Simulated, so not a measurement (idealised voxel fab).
Title: Process Module voxel capacitor over wiring
Square cell edge 5 nm, section width 220 nm, ID cut.
Cross-section = grid of square cells, listed top down in bands; band = one or more rows.
Band: top and bottom heights (nm) first, top before bottom; then materials from left to right, widths in nm. "all across" marks a sole material filling the band edge to edge. "blank" denotes empty space.
Convention: height 0 is the level below which the wafer, as received, is all one material. The lowest band does not terminate at the bottom but continues downward, represented as "top 0, no bottom".
It should be noted that a width expressed as "30 to 40" varies in equal increments from row to row of cells within the band, taking the value of the first number at the top row and that of the second number at the bottom row.
No cell of the cross-section changed in a step that is given as "no alteration".
"Tabulated closed voids" specifies each empty space that is not open to the top and that occupies no fewer than 8 cells, using the form width x height at distance, the distance measured from the left edge and all three quantities in nm.
Step line, after settings: the simulator's comment on this step.
overlay nm: mask offset rightward from planned place, masked step; negative means leftward offset.

Process steps (planned)
step 1: RECEIVE: material Si
step 2: CONFORMAL_DEP: material SiO2, thk nm 15
step 3: CONFORMAL_DEP: material SiCN, thk nm 5
step 4: DIRECTIONAL_DEP: material SiO2, thk nm 20
step 5: DIRECTIONAL_DEP: material aC, thk nm 10
step 6: PATTERN: tone open, mask id METAL_1, material resist, width nm 25, pitch nm 75, thk nm 25, overlay nm 0
step 7: DIRECTIONAL_ETCH: etch materials aC, depth nm 10
step 8: STRIP: etch materials resist
step 9: DIRECTIONAL_ETCH: etch materials SiO2, depth nm 20
step 10: DIRECTIONAL_ETCH: etch materials SiCN, depth nm 5
step 11: STRIP: etch materials aC
step 12: CONFORMAL_DEP: material TiN, thk nm 5
step 13: FILL_DEP: material Ru, thk nm 10
step 14: CMP: height nm 40
step 15: EPI: material Ru, thk nm 5
step 16: FILL_DEP: material SiCN, thk nm 5
step 17: DIRECTIONAL_DEP: material lowk, thk nm 10
step 18: PATTERN: tone open, mask id PLUG_1, material resist, width nm 15, thk nm 20, overlay nm 0
step 19: DIRECTIONAL_ETCH: etch materials lowk, depth nm 10
step 20: DIRECTIONAL_ETCH: etch materials SiCN, depth nm 5
step 21: STRIP: etch materials resist
step 22: EPI: material Ru, thk nm 10
step 23: EPI: material Ru, thk nm 5
step 24: DIRECTIONAL_DEP: material TiN, thk nm 10
step 25: DIRECTIONAL_DEP: material HfO2, thk nm 5
step 26: DIRECTIONAL_DEP: material TiN, thk nm 10
step 27: DIRECTIONAL_DEP: material aC, thk nm 10
step 28: PATTERN: tone cover, mask id UPPER_PLATE, material resist, width nm 55, thk nm 30, overlay nm 0
step 29: DIRECTIONAL_ETCH: etch materials aC, depth nm 10
step 30: STRIP: etch materials resist
step 31: DIRECTIONAL_ETCH: etch materials TiN, depth nm 10
step 32: DIRECTIONAL_ETCH: etch materials HfO2, depth nm 5
step 33: STRIP: etch materials aC
step 34: DIRECTIONAL_DEP: material aC, thk nm 10
step 35: PATTERN: tone cover, mask id LOWER_PLATE, material resist, width nm 65, thk nm 25, overlay nm 0
step 36: DIRECTIONAL_ETCH: etch materials aC, depth nm 10
step 37: STRIP: etch materials resist
step 38: DIRECTIONAL_ETCH: etch materials TiN, depth nm 10
step 39: STRIP: etch materials aC
step 40: FILL_DEP: material SiO2, thk nm 20
step 41: CMP: height nm 100
step 42: MASKED_ETCH: tone open, mask id PLUG_2, width nm 15, etch materials SiO2, depth nm 15, overlay nm 0
step 43: CONFORMAL_DEP: material TiN, thk nm 5
step 44: FILL_DEP: material Cu, thk nm 5
step 45: CMP: height nm 100
step 46: CONFORMAL_DEP: material SiN, thk nm 5
Across this set of wafers, the varied parameter is the width nm of step 42. Starting conditions are identical for every wafer, and the plan reports the value assigned to the first wafer.

First of several wafers, received after step 1, in cross-section
    top 0, no bottom = Si all across
    Tabulated closed voids: none

Take any row and you have a wafer at the end of the module: how many cells of each material it has gained (+) or lost (-) since it was received, and then its closed voids
width nm 15, +2 Cu, +11 HfO2, +47 Ru, +105 SiCN, +44 SiN, +552 SiO2, +81 TiN, +82 lowk, Tabulated closed voids: none
width nm 20, +4 Cu, +11 HfO2, +47 Ru, +105 SiCN, +44 SiN, +549 SiO2, +82 TiN, +82 lowk, Tabulated closed voids: none
width nm 25, +6 Cu, +11 HfO2, +47 Ru, +105 SiCN, +44 SiN, +546 SiO2, +83 TiN, +82 lowk, Tabulated closed voids: none
width nm 30, +8 Cu, +11 HfO2, +47 Ru, +105 SiCN, +44 SiN, +543 SiO2, +84 TiN, +82 lowk, Tabulated closed voids: none
